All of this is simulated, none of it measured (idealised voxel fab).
Title: Process Module voxel self aligned vias
Cross-section cut: width 220 nm, square cells of 5 nm.
We lay out every cross-section as a grid of square cells and spell it out in bands from the top down, where one band means one or more rows of cells. Band entry format. Leading values: height of top, height of bottom, nm. Remainder: materials in left-to-right order, each with its width in nm. Special words: "edge to edge" on a single material, which then fills the band edge to edge; "air", empty space. Counting heights begins at 0, where everything beneath is, in the wafer as received, one material. The lowest band has no bottom; it goes on downwards, as "0 -> down" shows. With a width like "30->40", each row of cells in the band differs from the next by the same amount, the top row carrying the first number and the bottom row the second. Any step labelled "no change occurred" changed none of the cells in the cross-section. The label "Trapped voids" introduces a list of the empty spaces, 8 cells or larger, that have no open way up to the top; each entry in it reads width x height at distance, where the distance is taken from the left edge and all three are stated in nm. Note: text after step settings on the step line = simulator remark on that step. On any step carrying a mask, the "overlay nm" setting, if present on the step's line, tells how far right of its planned place the mask lay; negative values point to the left.
**List of planned process steps**
step 1: RECEIVE: material Si
step 2: CONFORMAL_DEP: material SiO2, thk nm 15
step 3: CONFORMAL_DEP: material SiCN, thk nm 5
step 4: DIRECTIONAL_DEP: material lowk, thk nm 30
step 5: DIRECTIONAL_DEP: material aC, thk nm 15
step 6: PATTERN: tone open, mask id LINES, material resist, width nm 20, pitch nm 65, thk nm 35, overlay nm 0
step 7: DIRECTIONAL_ETCH: etch materials aC, depth nm 15
step 8: STRIP: etch materials resist
step 9: DIRECTIONAL_ETCH: etch materials lowk, depth nm 30
step 10: STRIP: etch materials aC
step 11: CONFORMAL_DEP: material TiN, thk nm 5
step 12: FILL_DEP: material W, thk nm 5
step 13: CMP: height nm 50
step 14: SELECTIVE_ETCH: etch materials W Ru TiN, depth nm 5
step 15: FILL_DEP: material SiN, thk nm 5
step 16: CMP: height nm 50
step 17: DIRECTIONAL_DEP: material lowk, thk nm 15
step 18: MASKED_ETCH: tone open, mask id VIAS, width nm 40, pitch nm 65, etch materials lowk, depth nm 15, overlay nm -15
step 19: MASKED_ETCH: tone open, mask id VIAS, width nm 40, pitch nm 65, etch materials SiN, depth nm 5, overlay nm 0
step 20: CONFORMAL_DEP: material TiN, thk nm 5
step 21: FILL_DEP: material Cu, thk nm 5
step 22: CMP: height nm 65
step 23: CONFORMAL_DEP: material SiN, thk nm 5
Heads up: all these wafers start the same, and what changes between them is the overlay nm in step 18. The value you see in the plan is just what the first wafer got.
**First of several wafers, received after step 1, in cross-section**
> 0 -> down = Si edge to edge
> Trapped voids: none
**Per wafer (row), end of module: delta in cells per material since receipt, (+) for gained, (-) for lost; closed voids after that**
overlay nm -15 | +26 Cu | +44 SiCN | +46 SiN | +132 SiO2 | +52 TiN | +16 W | +300 lowk | Trapped voids: none
overlay nm -10 | +28 Cu | +44 SiCN | +44 SiN | +132 SiO2 | +52 TiN | +16 W | +300 lowk | Trapped voids: none
overlay nm -5 | +28 Cu | +44 SiCN | +44 SiN | +132 SiO2 | +52 TiN | +16 W | +300 lowk | Trapped voids: none
overlay nm 0 | +28 Cu | +44 SiCN | +44 SiN | +132 SiO2 | +52 TiN | +16 W | +300 lowk | Trapped voids: none
overlay nm 5 | +28 Cu | +44 SiCN | +44 SiN | +132 SiO2 | +52 TiN | +16 W | +300 lowk | Trapped voids: none
overlay nm 10 | +28 Cu | +44 SiCN | +44 SiN | +132 SiO2 | +52 TiN | +16 W | +300 lowk | Trapped voids: none
overlay nm 15 | +26 Cu | +44 SiCN | +46 SiN | +132 SiO2 | +52 TiN | +16 W | +300 lowk | Trapped voids: none
